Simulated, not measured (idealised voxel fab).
Module name: voxel transistor to metal (process module)
Cross-section cut spans 140 nm and uses square cells 5 nm in size.
We lay out every cross-section as a grid of square cells and spell it out in bands from the top down, where one band means one or more rows of cells.
What a band's entry tells you: where the top is and where the bottom is, as heights in nm, and after that what lies inside, material by material from left to right, each with its width in nm. Empty space is written as the word "empty", and a single material marked with the word "full width" occupies the band from edge to edge.
Beneath 0, the wafer as received is one material, and that level is where height counting begins. The lowest band goes on downward without a bottom; it is written like "from 0 down".
The two numbers in a width such as "30..40" mark its ends across the band: the first belongs to the top row of cells, the second to the bottom row, and from each row to the next the width moves by the same amount.
Given "everything unchanged" for a step, no cell of the cross-section differs between before and after that step.
Entry "Enclosed void list" = empty spaces >= 8 cells with no open way to the top; each as width x height at distance, distance from left edge, all nm.
Heads up: the bit after the settings on a step's line is the simulator's remark on that step.
Among the settings permitted on a step's line is "overlay nm"; applied to a step with a mask, it specifies the extent to which the mask lay to the right of its planned position, whereas a negative figure signifies a position to the left.
Intended process steps
| 1 | op RECEIVE | material Si |
| 2 | op CONFORMAL_DEP | material SiO2 | thk nm 5 |
| 3 | op CONFORMAL_DEP | material SiN | thk nm 10 |
| 4 | op MASKED_ETCH | tone cover | mask id ACTIVE | width nm 110 | etch materials SiN | depth nm 10 | overlay nm 0 |
| 5 | op MASKED_ETCH | tone cover | mask id ACTIVE | width nm 110 | etch materials SiO2 | depth nm 5 | overlay nm 0 |
| 6 | op MASKED_ETCH | tone cover | mask id ACTIVE | width nm 110 | etch materials Si | depth nm 25 | overlay nm 0 |
| 7 | op FILL_DEP | material SiO2 | thk nm 10 |
| 8 | op CMP | height nm 15 |
| 9 | op SELECTIVE_ETCH | etch materials SiO2 | depth nm 5 |
| 10 | op STRIP | etch materials SiN |
| 11 | op SELECTIVE_ETCH | etch materials SiO2 | depth nm 5 |
| 12 | op OXIDIZE | depth nm 5 |
| 13 | op DIRECTIONAL_DEP | material polySi | thk nm 20 |
| 14 | op DIRECTIONAL_DEP | material SiCN | thk nm 15 |
| 15 | op PATTERN | tone cover | mask id GATE | material resist | width nm 20 | thk nm 15 | overlay nm 0 |
| 16 | op DIRECTIONAL_ETCH | etch materials SiCN | depth nm 25 |
| 17 | op DIRECTIONAL_ETCH | etch materials polySi | depth nm 30 |
| 18 | op STRIP | etch materials resist |
| 19 | op CONFORMAL_DEP | material SiN | thk nm 5 |
| 20 | op DIRECTIONAL_ETCH | etch materials SiN | depth nm 5 |
| 21 | op DIRECTIONAL_ETCH | etch materials SiO2 | depth nm 5 |
| 22 | op DIRECTIONAL_ETCH | etch materials Si | depth nm 5 |
| 23 | op EPI | material pSi | thk nm 5 |
| 24 | op FILL_DEP | material SiO2 | thk nm 10 |
| 25 | op CMP | height nm 35 |
| 26 | op DIRECTIONAL_DEP | material SiO2 | thk nm 10 |
| 27 | op DIRECTIONAL_DEP | material aC | thk nm 15 |
| 28 | op PATTERN | tone open | mask id CONTACT | material resist | width nm 30 | pitch nm 60 | thk nm 35 | overlay nm 0 |
| 29 | op DIRECTIONAL_ETCH | etch materials aC | depth nm 15 |
| 30 | op STRIP | etch materials resist |
| 31 | op DIRECTIONAL_ETCH | etch materials SiO2 | depth nm 50 |
| 32 | op STRIP | etch materials aC |
| 33 | op CONFORMAL_DEP | material TiN | thk nm 5 |
| 34 | op FILL_DEP | material W | thk nm 5 |
| 35 | op CMP | height nm 45 |
| 36 | op DIRECTIONAL_DEP | material TiN | thk nm 5 |
| 37 | op DIRECTIONAL_DEP | material W | thk nm 20 |
| 38 | op MASKED_ETCH | tone cover | mask id METAL_1 | width nm 15 | pitch nm 75 | etch materials W | depth nm 20 | overlay nm 0 |
| 39 | op MASKED_ETCH | tone cover | mask id METAL_1 | width nm 15 | pitch nm 75 | etch materials TiN | depth nm 5 | overlay nm 0 |
| 40 | op CONFORMAL_DEP | material SiN | thk nm 5 |
| 41 | op FILL_DEP | material SiO2 | thk nm 5 |
| 42 | op CMP | height nm 70 |
| 43 | op CONFORMAL_DEP | material SiCN | thk nm 5 |
First wafer out of two, processed as planned
Wafer as received: cross-section following step 1
- from 0 down: Si full width
- Enclosed void list: none
Presented here is a cross-section of the wafer after step 2 has been performed
- from 5 to 0: SiO2 full width
- Below 0, no change.
Presented here is a cross-section of the wafer after step 3 has been performed
- from 15 to 5: SiN full width
- Below 5, no change.
Presented here is a cross-section of the wafer after step 4 has been performed
- from 15 to 5: empty: 15  SiN: 110  empty: 15
- Below 5, no change.
Presented here is a cross-section of the wafer after step 5 has been performed
- from 15 to 5: empty: 15  SiN: 110  empty: 15
- from 5 to 0: empty: 15  SiO2: 110  empty: 15
- Below 0, no change.
Presented here is a cross-section of the wafer after step 6 has been performed
- from 15 to 5: empty: 15  SiN: 110  empty: 15
- from 5 to 0: empty: 15  SiO2: 110  empty: 15
- from 0 to -25: empty: 15  Si: 110  empty: 15
- Below -25, no change.
Presented here is a cross-section of the wafer after step 7 has been performed
- from 25 to 15: SiO2 full width
- from 15 to 5: SiO2: 15  SiN: 110  SiO2: 15
- from 5 to 0: SiO2 full width
- from 0 to -25: SiO2: 15  Si: 110  SiO2: 15
- Below -25, no change.
Presented here is a cross-section of the wafer after step 8 has been performed
- from 15 to 5: SiO2: 15  SiN: 110  SiO2: 15
- Below 5, no change.
Presented here is a cross-section of the wafer after step 9 has been performed
- from 15 to 10: empty: 15  SiN: 110  empty: 15
- Below 10, no change.
Presented here is a cross-section of the wafer after step 10 has been performed
- from 10 to 5: SiO2: 15  empty: 110  SiO2: 15
- Below 5, no change.
Presented here is a cross-section of the wafer after step 11 has been performed
- from 5 to 0: SiO2: 10  empty: 120  SiO2: 10
- Below 0, no change.
Presented here is a cross-section of the wafer after step 12 has been performed
- from 5 to 0: SiO2: 10  empty: 120  SiO2: 10
- from 0 to -5: SiO2 full width
- Below -5, no change.
Presented here is a cross-section of the wafer after step 13 has been performed
- from 25 to 20: polySi: 10  empty: 120  polySi: 10
- from 20 to 5: polySi full width
- from 5 to 0: SiO2: 10  polySi: 120  SiO2: 10
- Below 0, no change.
Presented here is a cross-section of the wafer after step 14 has been performed
- from 40 to 35: SiCN: 10  empty: 120  SiCN: 10
- from 35 to 25: SiCN full width
- from 25 to 20: polySi: 10  SiCN: 120  polySi: 10
- Below 20, no change.
Presented here is a cross-section of the wafer after step 15 has been performed
- from 55 to 40: empty: 60  resist: 20  empty: 60
- from 40 to 35: SiCN: 10  empty: 50  resist: 20  empty: 50  SiCN: 10
- Below 35, no change.
Presented here is a cross-section of the wafer after step 16 has been performed
- from 55 to 35: empty: 60  resist: 20  empty: 60
- from 35 to 25: empty: 60  SiCN: 20  empty: 60
- from 25 to 20: polySi: 10  empty: 50  SiCN: 20  empty: 50  polySi: 10
- Below 20, no change.
Presented here is a cross-section of the wafer after step 17 has been performed
- from 55 to 35: empty: 60  resist: 20  empty: 60
- from 35 to 20: empty: 60  SiCN: 20  empty: 60
- from 20 to 5: empty: 60  polySi: 20  empty: 60
- from 5 to 0: SiO2: 10  empty: 50  polySi: 20  empty: 50  SiO2: 10
- Below 0, no change.
Presented here is a cross-section of the wafer after step 18 has been performed
- from 35 to 20: empty: 60  SiCN: 20  empty: 60
- Below 20, no change.
Presented here is a cross-section of the wafer after step 19 has been performed
- from 40 to 35: empty: 55  SiN: 30  empty: 55
- from 35 to 20: empty: 55  SiN: 5  SiCN: 20  SiN: 5  empty: 55
- from 20 to 10: empty: 55  SiN: 5  polySi: 20  SiN: 5  empty: 55
- from 10 to 5: SiN: 15  empty: 40  SiN: 5  polySi: 20  SiN: 5  empty: 40  SiN: 15
- from 5 to 0: SiO2: 10  SiN: 50  polySi: 20  SiN: 50  SiO2: 10
- Below 0, no change.
Presented here is a cross-section of the wafer after step 20 has been performed
- from 35 to 20: empty: 55  SiN: 5  SiCN: 20  SiN: 5  empty: 55
- from 20 to 5: empty: 55  SiN: 5  polySi: 20  SiN: 5  empty: 55
- from 5 to 0: SiO2: 10  SiN: 5  empty: 40  SiN: 5  polySi: 20  SiN: 5  empty: 40  SiN: 5  SiO2: 10
- Below 0, no change.
Presented here is a cross-section of the wafer after step 21 has been performed
- from 35 to 20: empty: 55  SiN: 5  SiCN: 20  SiN: 5  empty: 55
- from 20 to 5: empty: 55  SiN: 5  polySi: 20  SiN: 5  empty: 55
- from 5 to 0: empty: 10  SiN: 5  empty: 40  SiN: 5  polySi: 20  SiN: 5  empty: 40  SiN: 5  empty: 10
- from 0 to -5: SiO2: 15  empty: 40  SiO2: 30  empty: 40  SiO2: 15
- Below -5, no change.
Presented here is a cross-section of the wafer after step 22 has been performed
- from 35 to 20: empty: 55  SiN: 5  SiCN: 20  SiN: 5  empty: 55
- from 20 to 5: empty: 55  SiN: 5  polySi: 20  SiN: 5  empty: 55
- from 5 to 0: empty: 10  SiN: 5  empty: 40  SiN: 5  polySi: 20  SiN: 5  empty: 40  SiN: 5  empty: 10
- from 0 to -5: SiO2: 15  empty: 40  SiO2: 30  empty: 40  SiO2: 15
- from -5 to -10: SiO2: 15  empty: 40  Si: 30  empty: 40  SiO2: 15
- Below -10, no change.
Presented here is a cross-section of the wafer after step 23 has been performed
- from 35 to 20: empty: 55  SiN: 5  SiCN: 20  SiN: 5  empty: 55
- from 20 to 5: empty: 55  SiN: 5  polySi: 20  SiN: 5  empty: 55
- from 5 to 0: empty: 10  SiN: 5  empty: 40  SiN: 5  polySi: 20  SiN: 5  empty: 40  SiN: 5  empty: 10
- from 0 to -5: SiO2: 15  empty: 35  pSi: 5  SiO2: 30  pSi: 5  empty: 35  SiO2: 15
- from -5 to -10: SiO2: 15  pSi: 40  Si: 30  pSi: 40  SiO2: 15
- Below -10, no change.
Presented here is a cross-section of the wafer after step 24 has been performed
- from 45 to 35: SiO2 full width
- from 35 to 20: SiO2: 55  SiN: 5  SiCN: 20  SiN: 5  SiO2: 55
- from 20 to 5: SiO2: 55  SiN: 5  polySi: 20  SiN: 5  SiO2: 55
- from 5 to 0: SiO2: 10  SiN: 5  SiO2: 40  SiN: 5  polySi: 20  SiN: 5  SiO2: 40  SiN: 5  SiO2: 10
- from 0 to -5: SiO2: 50  pSi: 5  SiO2: 30  pSi: 5  SiO2: 50
- Below -5, no change.
Presented here is a cross-section of the wafer after step 25 has been performed
- from 35 to 20: SiO2: 55  SiN: 5  SiCN: 20  SiN: 5  SiO2: 55
- Below 20, no change.
Presented here is a cross-section of the wafer after step 26 has been performed
- from 45 to 35: SiO2 full width
- Below 35, no change.
Presented here is a cross-section of the wafer after step 27 has been performed
- from 60 to 45: aC full width
- Below 45, no change.
Presented here is a cross-section of the wafer after step 28 has been performed
- from 95 to 60: resist: 25  empty: 30  resist: 30  empty: 30  resist: 25
- Below 60, no change.
Presented here is a cross-section of the wafer after step 29 has been performed
- from 80 to 60: resist: 25  empty: 30  resist: 30  empty: 30  resist: 25
- from 60 to 45: aC: 25  empty: 30  aC: 30  empty: 30  aC: 25
- Below 45, no change.
Presented here is a cross-section of the wafer after step 30 has been performed
- from 60 to 45: aC: 25  empty: 30  aC: 30  empty: 30  aC: 25
- Below 45, no change.
Presented here is a cross-section of the wafer after step 31 has been performed
- from 60 to 45: aC: 25  empty: 30  aC: 30  empty: 30  aC: 25
- from 45 to 35: SiO2: 25  empty: 30  SiO2: 30  empty: 30  SiO2: 25
- from 35 to 20: SiO2: 25  empty: 30  SiN: 5  SiCN: 20  SiN: 5  empty: 30  SiO2: 25
- from 20 to 5: SiO2: 25  empty: 30  SiN: 5  polySi: 20  SiN: 5  empty: 30  SiO2: 25
- from 5 to 0: SiO2: 10  SiN: 5  SiO2: 10  empty: 30  SiN: 5  polySi: 20  SiN: 5  empty: 30  SiO2: 10  SiN: 5  SiO2: 10
- from 0 to -5: SiO2: 25  empty: 25  pSi: 5  SiO2: 30  pSi: 5  empty: 25  SiO2: 25
- Below -5, no change.
Presented here is a cross-section of the wafer after step 32 has been performed
- from 45 to 35: SiO2: 25  empty: 30  SiO2: 30  empty: 30  SiO2: 25
- Below 35, no change.
Presented here is a cross-section of the wafer after step 33 has been performed
- from 50 to 45: TiN: 30  empty: 20  TiN: 40  empty: 20  TiN: 30
- from 45 to 35: SiO2: 25  TiN: 5  empty: 20  TiN: 5  SiO2: 30  TiN: 5  empty: 20  TiN: 5  SiO2: 25
- from 35 to 20: SiO2: 25  TiN: 5  empty: 20  TiN: 5  SiN: 5  SiCN: 20  SiN: 5  TiN: 5  empty: 20  TiN: 5  SiO2: 25
- from 20 to 5: SiO2: 25  TiN: 5  empty: 20  TiN: 5  SiN: 5  polySi: 20  SiN: 5  TiN: 5  empty: 20  TiN: 5  SiO2: 25
- from 5 to 0: SiO2: 10  SiN: 5  SiO2: 10  TiN: 5  empty: 15  TiN: 10  SiN: 5  polySi: 20  SiN: 5  TiN: 10  empty: 15  TiN: 5  SiO2: 10  SiN: 5  SiO2: 10
- from 0 to -5: SiO2: 25  TiN: 25  pSi: 5  SiO2: 30  pSi: 5  TiN: 25  SiO2: 25
- Below -5, no change.
Presented here is a cross-section of the wafer after step 34 has been performed
- from 55 to 50: W full width
- from 50 to 45: TiN: 30  W: 20  TiN: 40  W: 20  TiN: 30
- from 45 to 35: SiO2: 25  TiN: 5  W: 20  TiN: 5  SiO2: 30  TiN: 5  W: 20  TiN: 5  SiO2: 25
- from 35 to 20: SiO2: 25  TiN: 5  W: 20  TiN: 5  SiN: 5  SiCN: 20  SiN: 5  TiN: 5  W: 20  TiN: 5  SiO2: 25
- from 20 to 5: SiO2: 25  TiN: 5  W: 20  TiN: 5  SiN: 5  polySi: 20  SiN: 5  TiN: 5  W: 20  TiN: 5  SiO2: 25
- from 5 to 0: SiO2: 10  SiN: 5  SiO2: 10  TiN: 5  W: 15  TiN: 10  SiN: 5  polySi: 20  SiN: 5  TiN: 10  W: 15  TiN: 5  SiO2: 10  SiN: 5  SiO2: 10
- Below 0, no change.
Presented here is a cross-section of the wafer after step 35 has been performed
- from 45 to 35: SiO2: 25  TiN: 5  W: 20  TiN: 5  SiO2: 30  TiN: 5  W: 20  TiN: 5  SiO2: 25
- Below 35, no change.
Presented here is a cross-section of the wafer after step 36 has been performed
- from 50 to 45: TiN full width
- Below 45, no change.
Presented here is a cross-section of the wafer after step 37 has been performed
- from 70 to 50: W full width
- Below 50, no change.
Presented here is a cross-section of the wafer after step 38 has been performed
- from 70 to 50: empty: 25  W: 15  empty: 60  W: 15  empty: 25
- Below 50, no change.
Presented here is a cross-section of the wafer after step 39 has been performed
- from 70 to 50: empty: 25  W: 15  empty: 60  W: 15  empty: 25
- from 50 to 45: empty: 25  TiN: 15  empty: 60  TiN: 15  empty: 25
- Below 45, no change.
Presented here is a cross-section of the wafer after step 40 has been performed
- from 75 to 70: empty: 20  SiN: 25  empty: 50  SiN: 25  empty: 20
- from 70 to 50: empty: 20  SiN: 5  W: 15  SiN: 5  empty: 50  SiN: 5  W: 15  SiN: 5  empty: 20
- from 50 to 45: SiN: 25  TiN: 15  SiN: 60  TiN: 15  SiN: 25
- Below 45, no change.
Presented here is a cross-section of the wafer after step 41 has been performed
- from 80 to 75: SiO2 full width
- from 75 to 70: SiO2: 20  SiN: 25  SiO2: 50  SiN: 25  SiO2: 20
- from 70 to 50: SiO2: 20  SiN: 5  W: 15  SiN: 5  SiO2: 50  SiN: 5  W: 15  SiN: 5  SiO2: 20
- Below 50, no change.
Presented here is a cross-section of the wafer after step 42 has been performed
- from 70 to 50: SiO2: 20  SiN: 5  W: 15  SiN: 5  SiO2: 50  SiN: 5  W: 15  SiN: 5  SiO2: 20
- Below 50, no change.
Presented here is a cross-section of the wafer after step 43 has been performed
- from 75 to 70: SiCN full width
- Below 70, no change.
Wafer two. Same start, same plan, one slip in execution. Same as wafer one through step 40, inclusive
Here is the second wafer in cross-section at the point where step 41 of the plan should have been done
- from 80 to 75: W full width
- from 75 to 70: W: 20  SiN: 25  W: 50  SiN: 25  W: 20
- from 70 to 50: W: 20  SiN: 5  W: 15  SiN: 5  W: 50  SiN: 5  W: 15  SiN: 5  W: 20
- Below 50, no change.
Here is the second wafer in cross-section at the point where step 42 of the plan should have been done
- from 70 to 50: W: 20  SiN: 5  W: 15  SiN: 5  W: 50  SiN: 5  W: 15  SiN: 5  W: 20
- Below 50, no change.
Here is the second wafer in cross-section at the point where step 43 of the plan should have been done
- from 75 to 70: SiCN full width
- Below 70, no change.
what went wrong: it should be noted that step 41 was executed with settings other than those planned, the operation and settings actually applied being op FILL_DEP | material W | thk nm 5
Upon completion, the second wafer contains, in terms of cells, a greater or smaller amount of certain materials than the first wafer: 72 fewer of SiO2 | 72 more of W
